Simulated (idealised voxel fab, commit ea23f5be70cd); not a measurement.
process module | voxel tone inversion
cross-section cut | 270 nm wide | cells 5 nm
A cross-section is a grid of square cells, given in bands from the top down. A band is one or more rows of cells.
Each band's line starts with the height of the band's top and of its bottom, in nm. Then come its materials from left to right, each with its width in nm. One material with "throughout" fills the band from edge to edge. "air" is empty space.
Height 0 is the level under which the wafer as received is all one material. The lowest band goes on downwards, as in "0 down".
A width such as "30 to 40" changes by the same amount from each row of cells to the next, from the band's top row to its bottom row.
"no change" after a step means that no cell of the cross-section changed.
closed voids: empty space of 8 cells or more with no open way to the top, each as width x height at its distance from the left edge, in nm
after a step's settings: what the simulator itself notes on the step
overlay nm, on a step with a mask: how far to the right of its planned place the mask lay; to the left if negative
plan
1 op RECEIVE | material Si
2 op CONFORMAL_DEP | material SiCN | thk nm 5
3 op DIRECTIONAL_DEP | material polySi | thk nm 15
4 op PATTERN | tone cover | mask id POSTS | material resist | width nm 25 | pitch nm 45 | thk nm 25 | overlay nm 0
5 op DIRECTIONAL_ETCH | etch materials polySi | depth nm 15
6 op STRIP | etch materials resist
7 op FILL_DEP | material lowk | thk nm 5
8 op CMP | height nm 20
9 op STRIP | etch materials polySi
first wafer, as planned
as received, after step 1
  0 down: Si throughout
  closed voids: none
after step 2
  5 to 0: SiCN throughout
  below 0: unchanged
after step 3
  20 to 5: polySi throughout
  below 5: unchanged
after step 4
  45 to 20: air 75 | resist 25 | air 20 | resist 25 | air 20 | resist 25 | air 80
  below 20: unchanged
after step 5
  45 to 20: air 75 | resist 25 | air 20 | resist 25 | air 20 | resist 25 | air 80
  20 to 5: air 75 | polySi 25 | air 20 | polySi 25 | air 20 | polySi 25 | air 80
  below 5: unchanged
after step 6
  20 to 5: air 75 | polySi 25 | air 20 | polySi 25 | air 20 | polySi 25 | air 80
  below 5: unchanged
after step 7
  25 to 20: lowk throughout
  20 to 5: lowk 75 | polySi 25 | lowk 20 | polySi 25 | lowk 20 | polySi 25 | lowk 80
  below 5: unchanged
after step 8
  20 to 5: lowk 75 | polySi 25 | lowk 20 | polySi 25 | lowk 20 | polySi 25 | lowk 80
  below 5: unchanged
after step 9
  20 to 5: lowk 75 | air 25 | lowk 20 | air 25 | lowk 20 | air 25 | lowk 80
  below 5: unchanged
second wafer: like start, like plan, one mistake. Through step 6 it matches the first wafer
when step 7 should have ended
  25 to 20: SiCN throughout
  20 to 5: SiCN 75 | polySi 25 | SiCN 20 | polySi 25 | SiCN 20 | polySi 25 | SiCN 80
  below 5: unchanged
when step 8 should have ended
  20 to 5: SiCN 75 | polySi 25 | SiCN 20 | polySi 25 | SiCN 20 | polySi 25 | SiCN 80
  below 5: unchanged
when step 9 should have ended
  20 to 5: SiCN 75 | air 25 | SiCN 20 | air 25 | SiCN 20 | air 25 | SiCN 80
  below 5: unchanged
what went wrong: step 7 ran as: op FILL_DEP | material SiCN | thk nm 5
at the end the second wafer has, in cells: 117 more of SiCN | 117 fewer of lowk
